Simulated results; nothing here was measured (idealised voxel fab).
Proc. module: voxel quadruple lines
Section shown: cut. Width: 145 nm. Cell size: 5 nm, square.
A cross-section in this document is a grid of square cells, and it is written down as bands, the top band listed before the ones below it; a band is made up of one or more rows of cells.
Heights first: top, then bottom, in nm. Then materials, left to right, each with a width in nm. "all across" on a single material: fills the band edge to edge. "empty": empty space.
Heads up on the height convention: 0 is the point under which the incoming wafer is all one material, and the lowest band has no bottom, it just keeps going down, like "0 nm and below".
The two numbers in a width such as "30..40" mark its ends across the band: the first belongs to the top row of cells, the second to the bottom row, and from each row to the next the width moves by the same amount.
No cell of the cross-section changed in a step that is given as "no modifications".
"Entrapped void list" contains a list of empty spaces, each no smaller than 8 cells and without an open way to the top, written in the form width x height at distance with the distance from the left edge and all three in nm.
If you see something after the settings on a step's line, that's the simulator's own remark about that step.
A step line may carry the setting "overlay nm", which, for steps involving a mask, states the distance by which the mask lay to the right of its intended position; negative values denote displacement to the left.
These are the steps we planned for the process
1. RECEIVE, material Si
2. CONFORMAL_DEP, material SiO2, thk nm 10
3. DIRECTIONAL_DEP, material W, thk nm 10
4. DIRECTIONAL_DEP, material polySi, thk nm 20
5. DIRECTIONAL_DEP, material aC, thk nm 20
6. PATTERN, tone cover, mask id MANDREL, material resist, width nm 20, thk nm 25, overlay nm 0
7. DIRECTIONAL_ETCH, etch materials aC, depth nm 20
8. STRIP, etch materials resist
9. CONFORMAL_DEP, material SiO2, thk nm 10
10. DIRECTIONAL_ETCH, etch materials SiO2, depth nm 10
11. STRIP, etch materials aC
12. DIRECTIONAL_ETCH, etch materials polySi, depth nm 20
13. STRIP, etch materials SiO2
14. CONFORMAL_DEP, material SiCN, thk nm 5
15. DIRECTIONAL_ETCH, etch materials SiCN, depth nm 5
16. STRIP, etch materials polySi
17. DIRECTIONAL_ETCH, etch materials W, depth nm 10
18. STRIP, etch materials SiCN
Delivered wafer in cross-section: state after step 1
  0 nm and below  Si all across
  Entrapped void list: none
The first of two wafers, cross-sectioned at the end of the module, with the run proceeding as planned
  20 nm to 10 nm  empty 45, then W 5, then empty 10, then W 5, then empty 10, then W 5, then empty 10, then W 5, then empty 50
  10 nm to 0 nm  SiO2 all across
  0 nm and below  Si all across
  Entrapped void list: none
Wafer two (of two), end-of-module cross-section: start = wafer one, plan = wafer one, one run mistake
  10 nm to 0 nm  empty 45, then W 5, then empty 10, then W 5, then empty 10, then W 5, then empty 10, then W 5, then empty 50
  0 nm and below  Si all across
  Entrapped void list: none
In executing the process, a mistake was made relative to the plan: skipped: plan step 2 (never run)
In the final state, the cell counts of the second wafer exceed or fall short of those of the first for the following materials: SiO2 -58
